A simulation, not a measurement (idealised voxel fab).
Proc. module: voxel self aligned vias
Section cut is 235 nm wide and gridded with 5 nm square cells.
Each cross-section below is a grid of square cells, stated as bands in top-down order, with one or more rows of cells making up each band. Each band's line starts with the height of the band's top and of its bottom, in nm. Then come its materials from left to right, each with its width in nm. One material with "edge to edge" fills the band from edge to edge. "empty" is empty space. Height is counted from the level 0, under which the received wafer is composed throughout of one material. The lowest of the bands is not closed at the bottom but continues downward, in the notation "z 0 and below". Width spec "30..40" -> top row of cells at first value, bottom row at second value, equal per-row change in between. The designation "nothing was modified", where it is given for a processing step, indicates that no cell of the cross-section was altered in the course of that step. Heads up: "Enclosed internal cavities" only lists the empty pockets with no open path to the top that are 8 cells or more, and it writes them as width x height at distance, distance from the left edge, in nm. What comes after the settings on a step's line is commentary from the simulator itself on that step. "overlay nm", when on a step's line for a step with a mask, measures how far to the right of its planned place the mask lay; a negative measure means to the left.
Listed below are the process steps as planned
1,RECEIVE,material Si
2,CONFORMAL_DEP,material SiO2,thk nm 15
3,CONFORMAL_DEP,material SiCN,thk nm 5
4,DIRECTIONAL_DEP,material SiO2,thk nm 30
5,DIRECTIONAL_DEP,material aC,thk nm 15
6,PATTERN,tone open,mask id LINES,material resist,width nm 25,pitch nm 60,thk nm 30,overlay nm 0
7,DIRECTIONAL_ETCH,etch materials aC,depth nm 15
8,STRIP,etch materials resist
9,DIRECTIONAL_ETCH,etch materials SiO2,depth nm 30
10,STRIP,etch materials aC
11,CONFORMAL_DEP,material TiN,thk nm 5
12,FILL_DEP,material W,thk nm 10
13,CMP,height nm 50
14,SELECTIVE_ETCH,etch materials W Ru TiN,depth nm 10
15,FILL_DEP,material SiN,thk nm 10
16,CMP,height nm 50
17,DIRECTIONAL_DEP,material SiO2,thk nm 15
18,MASKED_ETCH,tone open,mask id VIAS,width nm 45,etch materials SiO2,depth nm 15,overlay nm 0
19,MASKED_ETCH,tone open,mask id VIAS,width nm 45,etch materials SiN,depth nm 10,overlay nm 0
20,CONFORMAL_DEP,material TiN,thk nm 5
21,FILL_DEP,material Ru,thk nm 5
22,CMP,height nm 65
23,CONFORMAL_DEP,material SiN,thk nm 5
The following pertains to the first of two wafers, which was processed as planned
Cross-section: wafer on arrival = after step 1
	z 0 and below: Si edge to edge
	Enclosed internal cavities: none
After step 2: wafer cross-section
	z 15 to 0: SiO2 edge to edge
	For the remainder of the cross-section, below 0, there is no change.
After step 3: wafer cross-section
	z 20 to 15: SiCN edge to edge
	For the remainder of the cross-section, below 15, there is no change.
After step 4: wafer cross-section
	z 50 to 20: SiO2 edge to edge
	For the remainder of the cross-section, below 20, there is no change.
After step 5: wafer cross-section
	z 65 to 50: aC edge to edge
	For the remainder of the cross-section, below 50, there is no change.
After step 6: wafer cross-section
	z 95 to 65: resist (75)  empty (25)  resist (35)  empty (25)  resist (75)
	For the remainder of the cross-section, below 65, there is no change.
After step 7: wafer cross-section
	z 80 to 65: resist (75)  empty (25)  resist (35)  empty (25)  resist (75)
	z 65 to 50: aC (75)  empty (25)  aC (35)  empty (25)  aC (75)
	For the remainder of the cross-section, below 50, there is no change.
After step 8: wafer cross-section
	z 65 to 50: aC (75)  empty (25)  aC (35)  empty (25)  aC (75)
	For the remainder of the cross-section, below 50, there is no change.
After step 9: wafer cross-section
	z 65 to 50: aC (75)  empty (25)  aC (35)  empty (25)  aC (75)
	z 50 to 20: SiO2 (75)  empty (25)  SiO2 (35)  empty (25)  SiO2 (75)
	For the remainder of the cross-section, below 20, there is no change.
After step 10: wafer cross-section
	z 50 to 20: SiO2 (75)  empty (25)  SiO2 (35)  empty (25)  SiO2 (75)
	For the remainder of the cross-section, below 20, there is no change.
After step 11: wafer cross-section
	z 55 to 50: TiN (80)  empty (15)  TiN (45)  empty (15)  TiN (80)
	z 50 to 25: SiO2 (75)  TiN (5)  empty (15)  TiN (5)  SiO2 (35)  TiN (5)  empty (15)  TiN (5)  SiO2 (75)
	z 25 to 20: SiO2 (75)  TiN (25)  SiO2 (35)  TiN (25)  SiO2 (75)
	For the remainder of the cross-section, below 20, there is no change.
After step 12: wafer cross-section
	z 65 to 55: W edge to edge
	z 55 to 50: TiN (80)  W (15)  TiN (45)  W (15)  TiN (80)
	z 50 to 25: SiO2 (75)  TiN (5)  W (15)  TiN (5)  SiO2 (35)  TiN (5)  W (15)  TiN (5)  SiO2 (75)
	For the remainder of the cross-section, below 25, there is no change.
After step 13: wafer cross-section
	z 50 to 25: SiO2 (75)  TiN (5)  W (15)  TiN (5)  SiO2 (35)  TiN (5)  W (15)  TiN (5)  SiO2 (75)
	For the remainder of the cross-section, below 25, there is no change.
After step 14: wafer cross-section
	z 50 to 40: SiO2 (75)  empty (25)  SiO2 (35)  empty (25)  SiO2 (75)
	For the remainder of the cross-section, below 40, there is no change.
After step 15: wafer cross-section
	z 60 to 50: SiN edge to edge
	z 50 to 40: SiO2 (75)  SiN (25)  SiO2 (35)  SiN (25)  SiO2 (75)
	For the remainder of the cross-section, below 40, there is no change.
After step 16: wafer cross-section
	z 50 to 40: SiO2 (75)  SiN (25)  SiO2 (35)  SiN (25)  SiO2 (75)
	For the remainder of the cross-section, below 40, there is no change.
After step 17: wafer cross-section
	z 65 to 50: SiO2 edge to edge
	For the remainder of the cross-section, below 50, there is no change.
After step 18: wafer cross-section
	z 65 to 50: SiO2 (65)  empty (45)  SiO2 (125)
	For the remainder of the cross-section, below 50, there is no change.
After step 19: wafer cross-section
	z 65 to 50: SiO2 (65)  empty (45)  SiO2 (125)
	z 50 to 40: SiO2 (75)  empty (25)  SiO2 (35)  SiN (25)  SiO2 (75)
	For the remainder of the cross-section, below 40, there is no change.
After step 20: wafer cross-section
	z 70 to 65: TiN (70)  empty (35)  TiN (130)
	z 65 to 55: SiO2 (65)  TiN (5)  empty (35)  TiN (5)  SiO2 (125)
	z 55 to 50: SiO2 (65)  TiN (15)  empty (15)  TiN (15)  SiO2 (125)
	z 50 to 45: SiO2 (75)  TiN (5)  empty (15)  TiN (5)  SiO2 (35)  SiN (25)  SiO2 (75)
	z 45 to 40: SiO2 (75)  TiN (25)  SiO2 (35)  SiN (25)  SiO2 (75)
	For the remainder of the cross-section, below 40, there is no change.
After step 21: wafer cross-section
	z 75 to 70: Ru edge to edge
	z 70 to 65: TiN (70)  Ru (35)  TiN (130)
	z 65 to 55: SiO2 (65)  TiN (5)  Ru (35)  TiN (5)  SiO2 (125)
	z 55 to 50: SiO2 (65)  TiN (15)  Ru (15)  TiN (15)  SiO2 (125)
	z 50 to 45: SiO2 (75)  TiN (5)  Ru (15)  TiN (5)  SiO2 (35)  SiN (25)  SiO2 (75)
	For the remainder of the cross-section, below 45, there is no change.
After step 22: wafer cross-section
	z 65 to 55: SiO2 (65)  TiN (5)  Ru (35)  TiN (5)  SiO2 (125)
	For the remainder of the cross-section, below 55, there is no change.
After step 23: wafer cross-section
	z 70 to 65: SiN edge to edge
	For the remainder of the cross-section, below 65, there is no change.
Second wafer: same start and same plan as the first, one execution error; identical to the first through step 1
The second wafer cut through, at the time step 2 was supposed to be finished
	z 10 to 0: SiO2 edge to edge
	For the remainder of the cross-section, below 0, there is no change.
The second wafer cut through, at the time step 3 was supposed to be finished
	z 15 to 10: SiCN edge to edge
	For the remainder of the cross-section, below 10, there is no change.
The second wafer cut through, at the time step 4 was supposed to be finished
	z 45 to 15: SiO2 edge to edge
	For the remainder of the cross-section, below 15, there is no change.
The second wafer cut through, at the time step 5 was supposed to be finished
	z 60 to 45: aC edge to edge
	For the remainder of the cross-section, below 45, there is no change.
The second wafer cut through, at the time step 6 was supposed to be finished
	z 90 to 60: resist (75)  empty (25)  resist (35)  empty (25)  resist (75)
	For the remainder of the cross-section, below 60, there is no change.
The second wafer cut through, at the time step 7 was supposed to be finished
	z 75 to 60: resist (75)  empty (25)  resist (35)  empty (25)  resist (75)
	z 60 to 45: aC (75)  empty (25)  aC (35)  empty (25)  aC (75)
	For the remainder of the cross-section, below 45, there is no change.
The second wafer cut through, at the time step 8 was supposed to be finished
	z 60 to 45: aC (75)  empty (25)  aC (35)  empty (25)  aC (75)
	For the remainder of the cross-section, below 45, there is no change.
The second wafer cut through, at the time step 9 was supposed to be finished
	z 60 to 45: aC (75)  empty (25)  aC (35)  empty (25)  aC (75)
	z 45 to 15: SiO2 (75)  empty (25)  SiO2 (35)  empty (25)  SiO2 (75)
	For the remainder of the cross-section, below 15, there is no change.
The second wafer cut through, at the time step 10 was supposed to be finished
	z 45 to 15: SiO2 (75)  empty (25)  SiO2 (35)  empty (25)  SiO2 (75)
	For the remainder of the cross-section, below 15, there is no change.
The second wafer cut through, at the time step 11 was supposed to be finished
	z 50 to 45: TiN (80)  empty (15)  TiN (45)  empty (15)  TiN (80)
	z 45 to 20: SiO2 (75)  TiN (5)  empty (15)  TiN (5)  SiO2 (35)  TiN (5)  empty (15)  TiN (5)  SiO2 (75)
	z 20 to 15: SiO2 (75)  TiN (25)  SiO2 (35)  TiN (25)  SiO2 (75)
	For the remainder of the cross-section, below 15, there is no change.
The second wafer cut through, at the time step 12 was supposed to be finished
	z 60 to 50: W edge to edge
	z 50 to 45: TiN (80)  W (15)  TiN (45)  W (15)  TiN (80)
	z 45 to 20: SiO2 (75)  TiN (5)  W (15)  TiN (5)  SiO2 (35)  TiN (5)  W (15)  TiN (5)  SiO2 (75)
	For the remainder of the cross-section, below 20, there is no change.
The second wafer cut through, at the time step 13 was supposed to be finished
	z 50 to 45: TiN (80)  W (15)  TiN (45)  W (15)  TiN (80)
	For the remainder of the cross-section, below 45, there is no change.
The second wafer cut through, at the time step 14 was supposed to be finished
	z 45 to 40: SiO2 (75)  empty (25)  SiO2 (35)  empty (25)  SiO2 (75)
	For the remainder of the cross-section, below 40, there is no change.
The second wafer cut through, at the time step 15 was supposed to be finished
	z 55 to 45: SiN edge to edge
	z 45 to 40: SiO2 (75)  SiN (25)  SiO2 (35)  SiN (25)  SiO2 (75)
	For the remainder of the cross-section, below 40, there is no change.
The second wafer cut through, at the time step 16 was supposed to be finished
	z 50 to 45: SiN edge to edge
	For the remainder of the cross-section, below 45, there is no change.
The second wafer cut through, at the time step 17 was supposed to be finished
	z 65 to 50: SiO2 edge to edge
	For the remainder of the cross-section, below 50, there is no change.
The second wafer cut through, at the time step 18 was supposed to be finished
	z 65 to 50: SiO2 (65)  empty (45)  SiO2 (125)
	For the remainder of the cross-section, below 50, there is no change.
The second wafer cut through, at the time step 19 was supposed to be finished
	z 65 to 50: SiO2 (65)  empty (45)  SiO2 (125)
	z 50 to 45: SiN (65)  empty (45)  SiN (125)
	z 45 to 40: SiO2 (75)  empty (25)  SiO2 (35)  SiN (25)  SiO2 (75)
	For the remainder of the cross-section, below 40, there is no change.
The second wafer cut through, at the time step 20 was supposed to be finished
	z 70 to 65: TiN (70)  empty (35)  TiN (130)
	z 65 to 50: SiO2 (65)  TiN (5)  empty (35)  TiN (5)  SiO2 (125)
	z 50 to 45: SiN (65)  TiN (15)  empty (15)  TiN (15)  SiN (125)
	z 45 to 40: SiO2 (75)  TiN (25)  SiO2 (35)  SiN (25)  SiO2 (75)
	For the remainder of the cross-section, below 40, there is no change.
The second wafer cut through, at the time step 21 was supposed to be finished
	z 75 to 70: Ru edge to edge
	z 70 to 65: TiN (70)  Ru (35)  TiN (130)
	z 65 to 50: SiO2 (65)  TiN (5)  Ru (35)  TiN (5)  SiO2 (125)
	z 50 to 45: SiN (65)  TiN (15)  Ru (15)  TiN (15)  SiN (125)
	For the remainder of the cross-section, below 45, there is no change.
The second wafer cut through, at the time step 22 was supposed to be finished
	z 65 to 50: SiO2 (65)  TiN (5)  Ru (35)  TiN (5)  SiO2 (125)
	For the remainder of the cross-section, below 50, there is no change.
The second wafer cut through, at the time step 23 was supposed to be finished
	z 70 to 65: SiN edge to edge
	For the remainder of the cross-section, below 65, there is no change.
Where did the run depart from the plan? step 2, actual vs plan mismatch, actual run CONFORMAL_DEP,material SiO2,thk nm 10
Once processing is complete, comparing cell counts shows that the second wafer has more or fewer of certain materials than the first: 4 more of Ru, 33 more of SiN, 47 fewer of SiO2, 4 more of TiN, 6 more of W
